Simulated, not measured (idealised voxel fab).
The name of this process module is voxel tone inversion.
The cross-section on display is named cut; it measures 265 nm wide, and its cells are 5 nm squares.
Cross-section spec: square-cell grid; bands listed top down; each band is one or more rows. The entry gives the band's vertical extent as a top height and a bottom height in nm, then its horizontal make-up as materials from left to right, each with a width in nm. "air" stands for empty space; a single material marked "full width" fills the band edge to edge. Zero point of the height axis is 0; under it, received wafer = one material. Lowest band: continues down indefinitely, "z 0 and below". When a width is written as two numbers, as in "30..40", the first number is the width in the top row of cells of the band and the second is the width in its bottom row, and the width changes by the same amount from each row to the next. The cross-section has no changed cell in any step marked "nothing altered". "Enclosed internal voids" contains a list of empty spaces, each no smaller than 8 cells and without an open way to the top, written in the form width x height at distance with the distance from the left edge and all three in nm. Text after the settings on a step's line: the simulator's own remark on that step. If you see "overlay nm" on a step's line and that step has a mask, it's telling you how far right of where it was planned the mask ended up; a negative number means it went left instead.
List of planned process steps
- 1: RECEIVE | material Si
- 2: CONFORMAL_DEP | material SiN | thk nm 10
- 3: DIRECTIONAL_DEP | material polySi | thk nm 20
- 4: PATTERN | tone cover | mask id POSTS | material resist | width nm 15 | pitch nm 40 | thk nm 30 | overlay nm 0
- 5: DIRECTIONAL_ETCH | etch materials polySi | depth nm 20
- 6: STRIP | etch materials resist
- 7: FILL_DEP | material lowk | thk nm 10
- 8: CMP | height nm 30
- 9: STRIP | etch materials polySi
Same starting wafers, different width nm at step 4. Plan value belongs to the first wafer.
This is how the first of several wafers looked in cross-section when it arrived, which is after step 1
	z 0 and below  Si full width
	Enclosed internal voids: none
Wafer cross-section (first of several) - module end, post step 9 (last step)
	z 30 to 10  lowk 65 / air 15 / lowk 25 / air 15 / lowk 25 / air 15 / lowk 25 / air 15 / lowk 65
	z 10 to 0  SiN full width
	z 0 and below  Si full width
	Enclosed internal voids: none
X-section, last wafer, module end
	z 30 to 10  lowk 60 / air 25 / lowk 15 / air 25 / lowk 15 / air 25 / lowk 15 / air 25 / lowk 60
	z 10 to 0  SiN full width
	z 0 and below  Si full width
	Enclosed internal voids: none
The rows of the table below are wafers. Looking at the end of the module, a row counts, for every material, the cells the wafer has gained, shown as (+), or lost, shown as (-), since it was received; its closed voids come next
width nm 15, +106 SiN, +164 lowk, Enclosed internal voids: none
width nm 20, +106 SiN, +148 lowk, Enclosed internal voids: none
width nm 25, +106 SiN, +132 lowk, Enclosed internal voids: none
